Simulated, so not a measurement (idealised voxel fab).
Module name: voxel air gaps (process module)
Pictured: cross-section cut, 275 nm wide, on a grid of 5 nm square cells.
Think of the cross-section as a grid of square cells. We describe it in bands, top to bottom, and each band covers one or more rows of those cells.
Top height, bottom height, nm. Materials left to right, width each, nm. Single material + "everywhere" = fills band edge to edge. "empty" = empty.
Measure heights from 0. That's the level where, below it, the as-received wafer is all one material. The lowest band is bottomless and extends downward; write it as in "0 and below".
The width entry "30 to 40" should be interpreted row by row: the top row of cells in the band takes the first number, the bottom row takes the second number, and the change between adjacent rows is uniform throughout.
Where a step carries "same as before", the cross-section came out of it unchanged, cell for cell.
Empty spaces counting at least 8 cells and having no open way to the top are listed in "Trapped voids". The notation width x height at distance is used for each, the distance being from the left edge and all three values in nm.
Past the settings on a step's line: simulator remark, on that step.
overlay nm: where the mask lay relative to plan, measured to the right, on steps with a mask; negatives go left.

[The planned process steps are enumerated hereunder]
1. RECEIVE with material Si
2. CONFORMAL_DEP with material SiO2, thk nm 10
3. CONFORMAL_DEP with material SiCN, thk nm 5
4. DIRECTIONAL_DEP with material SiO2, thk nm 35
5. MASKED_ETCH with tone open, mask id LINES, width nm 20, pitch nm 45, etch materials SiO2, depth nm 35, overlay nm 0
6. CONFORMAL_DEP with material TiN, thk nm 5
7. FILL_DEP with material Ru, thk nm 5
8. CMP with height nm 50
9. EPI with material Ru, thk nm 10
10. SELECTIVE_ETCH with etch materials SiO2, depth nm 45
11. CONFORMAL_DEP with material SiCN, thk nm 5

[Cross-section of the incoming wafer, state after step 1]
0 and below = Si everywhere
Trapped voids: none

[One mistake in running the module, otherwise start and plan as above: cross-section at the end]
65 down to 60 = empty 65 nm, then TiN 140 nm, then empty 70 nm
60 down to 50 = empty 65 nm, then TiN 5 nm, then Ru 40 nm, then TiN 5 nm, then Ru 40 nm, then TiN 5 nm, then Ru 40 nm, then TiN 5 nm, then empty 70 nm
50 down to 45 = empty 65 nm, then TiN 20 nm, then Ru 10 nm, then TiN 35 nm, then Ru 10 nm, then TiN 35 nm, then Ru 10 nm, then TiN 20 nm, then empty 70 nm
45 down to 20 = empty 75 nm, then TiN 10 nm, then Ru 10 nm, then TiN 10 nm, then empty 15 nm, then TiN 10 nm, then Ru 10 nm, then TiN 10 nm, then empty 15 nm, then TiN 10 nm, then Ru 10 nm, then TiN 10 nm, then empty 80 nm
20 down to 15 = TiN everywhere
15 down to 10 = SiCN everywhere
10 down to 0 = SiO2 everywhere
0 and below = Si everywhere
Trapped voids: 15 x 25 at 105; 15 x 25 at 150
Want to know what went wrong? planned and actual differ for step 11; actual: CONFORMAL_DEP with material TiN, thk nm 5
